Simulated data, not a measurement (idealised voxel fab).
A process module follows: voxel self aligned contacts.
Displayed cross-section: cut, width of 195 nm, square cells sized 5 nm.
Format of a cross-section: grid, square cells. Given as bands. Order: top down. Band: one or more rows of cells.
Each band's line starts with the height of the band's top and of its bottom, in nm. Then come its materials from left to right, each with its width in nm. One material with "throughout" fills the band from edge to edge. "air" is empty space.
Heights are expressed relative to 0, this being the level below which the as-received wafer comprises one material exclusively. The lowest band is unbounded in the downward direction and is denoted as in "0 -> down".
Think of "30 to 40" as a width that walks from the first number to the second as you go down the band, top row to bottom row, taking equal-sized steps from row to row.
Take "no modification" at face value: in the step it is given for, the cross-section changed in none of its cells.
In the "Encapsulated voids" entry, you get each enclosed empty space of 8 cells or more, one with no open way to the top, written width x height at distance, distance from the left edge, in nm.
Formally, on a step line, whatever follows the settings is a remark that the simulator itself makes on the step.
A step's line can hold "overlay nm"; with a mask on that step, the setting says how far right of the planned place the mask lay, while a negative setting says it lay to the left.
Steps planned for the process:
- 1: op RECEIVE | material Si
- 2: op OXIDIZE | depth nm 5
- 3: op DIRECTIONAL_DEP | material polySi | thk nm 20
- 4: op DIRECTIONAL_DEP | material SiN | thk nm 20
- 5: op MASKED_ETCH | tone cover | mask id GATE | width nm 25 | pitch nm 65 | etch materials SiN | depth nm 20 | overlay nm 0
- 6: op MASKED_ETCH | tone cover | mask id GATE | width nm 35 | pitch nm 65 | etch materials polySi | depth nm 20 | overlay nm 0
- 7: op CONFORMAL_DEP | material SiN | thk nm 5
- 8: op DIRECTIONAL_ETCH | etch materials SiN | depth nm 5
- 9: op FILL_DEP | material SiO2 | thk nm 20
- 10: op CMP | height nm 50
- 11: op MASKED_ETCH | tone open | mask id CONTACT | width nm 50 | etch materials SiO2 | depth nm 55 | overlay nm 0
- 12: op CONFORMAL_DEP | material TiN | thk nm 5
- 13: op FILL_DEP | material W | thk nm 10
- 14: op CMP | height nm 50
- 15: op CONFORMAL_DEP | material SiCN | thk nm 5
Split variable: width nm, step 5. Plan value = first wafer. Wafers start alike.
Cross-section of the first incoming wafer of several, state after step 1:
0 -> down = Si throughout
Encapsulated voids: none
The figure below presents a cross-section of the first of several wafers at the conclusion of the module, following its last step, step 15:
55 -> 50 = SiCN throughout
50 -> 40 = SiO2 70; TiN 5 to 15; W 40 to 20; TiN 5 to 15; SiO2 75
40 -> 25 = SiO2 45; SiN 35; TiN 5; W 20; TiN 5; SiN 35; SiO2 50
25 -> 20 = SiO2 45; SiN 35; TiN 10; W 10; TiN 10; SiN 35; SiO2 50
20 -> 0 = SiO2 40; SiN 5; polySi 35; SiN 5; TiN 5; W 10; TiN 5; SiN 5; polySi 35; SiN 5; SiO2 45
0 -> -5 = SiO2 85; TiN 20; SiO2 90
-5 -> down = Si throughout
Encapsulated voids: none
Last wafer x-sec, end of module:
55 -> 50 = SiCN throughout
50 -> 45 = SiO2 70; TiN 5; W 40; TiN 5; SiO2 75
45 -> 40 = SiO2 70; TiN 50; SiO2 75
40 -> 20 = SiO2 35; SiN 60; TiN 5; SiN 60; SiO2 35
20 -> 0 = SiO2 35; SiN 5; polySi 50; SiN 5; TiN 5; SiN 5; polySi 50; SiN 5; SiO2 35
0 -> -5 = SiO2 95; TiN 5; SiO2 95
-5 -> down = Si throughout
Encapsulated voids: none
Rows = wafers. At module end, each row lists per material the cells gained (+) or lost (-) since the wafer was received, then the closed voids:
width nm 25, -39 Si, +39 SiCN, +72 SiN, +237 SiO2, +30 TiN, +34 W, +56 polySi, Encapsulated voids: none
width nm 30, -39 Si, +39 SiCN, +80 SiN, +233 SiO2, +30 TiN, +30 W, +56 polySi, Encapsulated voids: none
width nm 35, -39 Si, +39 SiCN, +88 SiN, +229 SiO2, +30 TiN, +26 W, +56 polySi, Encapsulated voids: none
width nm 40, -39 Si, +39 SiCN, +96 SiN, +222 SiO2, +30 TiN, +17 W, +64 polySi, Encapsulated voids: none
width nm 45, -39 Si, +39 SiCN, +104 SiN, +215 SiO2, +30 TiN, +8 W, +72 polySi, Encapsulated voids: none
width nm 50, -39 Si, +39 SiCN, +112 SiN, +208 SiO2, +21 TiN, +8 W, +80 polySi, Encapsulated voids: none
